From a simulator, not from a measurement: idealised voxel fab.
Process module name: voxel self aligned vias
300 nm wide, 5 nm square cells: that's cross-section cut.
Each cross-section below is a grid of square cells, stated as bands in top-down order, with one or more rows of cells making up each band.
This entry defines a band. It first specifies the height of the band's top and the height of its bottom in nm, and then specifies the band's materials from left to right, stating each material with its width in nm. The word "all across" identifies a single material that fills the band from edge to edge, while the word "blank" identifies empty space.
Heights are reckoned from 0. Under this level, the received wafer is all of one material. The bottommost band is open-ended downward, for example "from 0 down".
The notation "30..40" denotes a width that varies across the rows of cells in the band, beginning at the first number in the top row, finishing at the second number in the bottom row, and changing by an identical amount from each row to the next.
Given "changes: none" for a step, no cell of the cross-section differs between before and after that step.
Heads up: "Unvented voids" only lists the empty pockets with no open path to the top that are 8 cells or more, and it writes them as width x height at distance, distance from the left edge, in nm.
Past the settings on a step's line: simulator remark, on that step.
If you see "overlay nm" on a step's line and that step has a mask, it's telling you how far right of where it was planned the mask ended up; a negative number means it went left instead.

### The process steps that were planned are listed below
| 1 | RECEIVE,material Si |
| 2 | CONFORMAL_DEP,material SiO2,thk nm 10 |
| 3 | CONFORMAL_DEP,material SiCN,thk nm 5 |
| 4 | DIRECTIONAL_DEP,material SiO2,thk nm 30 |
| 5 | DIRECTIONAL_DEP,material aC,thk nm 15 |
| 6 | PATTERN,tone open,mask id LINES,material resist,width nm 20,pitch nm 55,thk nm 30,overlay nm 0 |
| 7 | DIRECTIONAL_ETCH,etch materials aC,depth nm 15 |
| 8 | STRIP,etch materials resist |
| 9 | DIRECTIONAL_ETCH,etch materials SiO2,depth nm 30 |
| 10 | STRIP,etch materials aC |
| 11 | CONFORMAL_DEP,material TiN,thk nm 5 |
| 12 | FILL_DEP,material Ru,thk nm 10 |
| 13 | CMP,height nm 45 |
| 14 | SELECTIVE_ETCH,etch materials W Ru TiN,depth nm 5 |
| 15 | FILL_DEP,material SiN,thk nm 5 |
| 16 | CMP,height nm 45 |
| 17 | DIRECTIONAL_DEP,material SiO2,thk nm 15 |
| 18 | MASKED_ETCH,tone open,mask id VIAS,width nm 30,pitch nm 55,etch materials SiO2,depth nm 15,overlay nm 0 |
| 19 | MASKED_ETCH,tone open,mask id VIAS,width nm 30,pitch nm 55,etch materials SiN,depth nm 5,overlay nm 0 |
| 20 | CONFORMAL_DEP,material TiN,thk nm 5 |
| 21 | FILL_DEP,material Cu,thk nm 5 |
| 22 | CMP,height nm 60 |
| 23 | CONFORMAL_DEP,material SiCN,thk nm 5 |

### This is the cross-section of the wafer as we received it, i.e. after step 1
	from 0 down | Si all across
	Unvented voids: none

### a wafer at the end: this start, this plan, one mistake
	from 65 to 60 | SiCN all across
	from 60 to 50 | 80 of SiO2  5 of TiN  20 of Cu  5 of TiN  25 of SiO2  5 of TiN  20 of Cu  5 of TiN  25 of SiO2  5 of TiN  20 of Cu  5 of TiN  80 of SiO2
	from 50 to 45 | 80 of SiO2  15 of TiN  5 of Cu  10 of TiN  25 of SiO2  15 of TiN  5 of Cu  10 of TiN  25 of SiO2  15 of TiN  5 of Cu  10 of TiN  80 of SiO2
	from 45 to 40 | 90 of SiO2  15 of TiN  40 of SiO2  15 of TiN  40 of SiO2  15 of TiN  85 of SiO2
	from 40 to 20 | 90 of SiO2  5 of TiN  5 of Ru  5 of TiN  40 of SiO2  5 of TiN  5 of Ru  5 of TiN  40 of SiO2  5 of TiN  5 of Ru  5 of TiN  85 of SiO2
	from 20 to 15 | 90 of SiO2  15 of TiN  40 of SiO2  15 of TiN  40 of SiO2  15 of TiN  85 of SiO2
	from 15 to 10 | SiCN all across
	from 10 to 0 | SiO2 all across
	from 0 down | Si all across
	Unvented voids: none
Error vs. plan: rather than as planned, step 6 actually ran as PATTERN,tone open,mask id LINES,material resist,width nm 15,pitch nm 55,thk nm 30,overlay nm 0
